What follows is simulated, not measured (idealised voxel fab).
Name of the process module below: voxel fin reveal
Section cut is 245 nm wide and gridded with 5 nm square cells.
Format of a cross-section: grid, square cells. Given as bands. Order: top down. Band: one or more rows of cells.
Top, bottom (nm), then materials left to right with widths (nm); lone material tagged "everywhere" fills the whole band edge to edge; "empty" = empty space.
Height datum 0, below which the as-received substrate wafer is one material. Lowest band open at the bottom, running downward: "0..down".
Note: "30->40" means the width goes from the first number (top row of the band) to the second number (bottom row) in equal steps per row of cells.
For the purposes of this document, the phrase "nothing different" attached to a step denotes that no cell within the cross-section was modified by that step.
"Voids, sealed": empty spaces of 8 cells or more with no open way to the top, each given as width x height at distance, distance from the left edge, all in nm.
It should be noted that, on the line of a given step, the content following the step's settings is a remark produced by the simulator itself with respect to that step.
Each step line may optionally specify "overlay nm", which for a step with a mask gives the rightward distance between the mask's planned place and where it lay, a negative value indicating the leftward direction.
[The following list gives the planned process steps]
1 RECEIVE (material Si)
2 CONFORMAL_DEP (material SiN; thk nm 10)
3 PATTERN (tone cover; mask id FINS; material resist; width nm 15; pitch nm 45; thk nm 15; overlay nm -15)
4 DIRECTIONAL_ETCH (etch materials SiN; depth nm 10)
5 DIRECTIONAL_ETCH (etch materials Si; depth nm 35)
6 STRIP (etch materials resist)
7 OXIDIZE (depth nm 5)
8 FILL_DEP (material SiO2; thk nm 5)
9 CMP (height nm 10)
10 SELECTIVE_ETCH (etch materials SiO2; depth nm 25)
11 STRIP (etch materials SiN)
12 CONFORMAL_DEP (material SiO2; thk nm 5)
Keep in mind the plan's value for the overlay nm of step 3 comes from the first wafer; the wafers don't share that setting, but they do share the same starting point.
[Step 1 complete: as-received cross-section of the first of several wafers]
  0..down: Si everywhere
  Voids, sealed: none
[Shown in cross-section: the first of several wafers at the end of the module, after its last step, step 12]
  5..0: 30 empty | 15 SiO2 | 30 empty | 15 SiO2 | 30 empty | 15 SiO2 | 30 empty | 15 SiO2 | 65 empty
  0..-10: 30 empty | 5 SiO2 | 5 Si | 5 SiO2 | 30 empty | 5 SiO2 | 5 Si | 5 SiO2 | 30 empty | 5 SiO2 | 5 Si | 5 SiO2 | 30 empty | 5 SiO2 | 5 Si | 5 SiO2 | 65 empty
  -10..-40: 35 SiO2 | 5 Si | 40 SiO2 | 5 Si | 40 SiO2 | 5 Si | 40 SiO2 | 5 Si | 70 SiO2
  -40..down: Si everywhere
  Voids, sealed: none
[Final wafer cross-section at module end]
  5..0: 60 empty | 15 SiO2 | 30 empty | 15 SiO2 | 30 empty | 15 SiO2 | 30 empty | 15 SiO2 | 35 empty
  0..-10: 60 empty | 5 SiO2 | 5 Si | 5 SiO2 | 30 empty | 5 SiO2 | 5 Si | 5 SiO2 | 30 empty | 5 SiO2 | 5 Si | 5 SiO2 | 30 empty | 5 SiO2 | 5 Si | 5 SiO2 | 35 empty
  -10..-40: 65 SiO2 | 5 Si | 40 SiO2 | 5 Si | 40 SiO2 | 5 Si | 40 SiO2 | 5 Si | 40 SiO2
  -40..down: Si everywhere
  Voids, sealed: none
[Heads up, this table goes wafer by wafer. A row tells you, at the end of the module, how many cells of each material that wafer has put on (+) or dropped (-) since it was received, and then its closed voids]
overlay nm -15, -360 Si, +298 SiO2, Voids, sealed: none
overlay nm -10, -360 Si, +298 SiO2, Voids, sealed: none
overlay nm -5, -360 Si, +298 SiO2, Voids, sealed: none
overlay nm 0, -360 Si, +298 SiO2, Voids, sealed: none
overlay nm 5, -360 Si, +298 SiO2, Voids, sealed: none
overlay nm 10, -360 Si, +298 SiO2, Voids, sealed: none
overlay nm 15, -360 Si, +298 SiO2, Voids, sealed: none
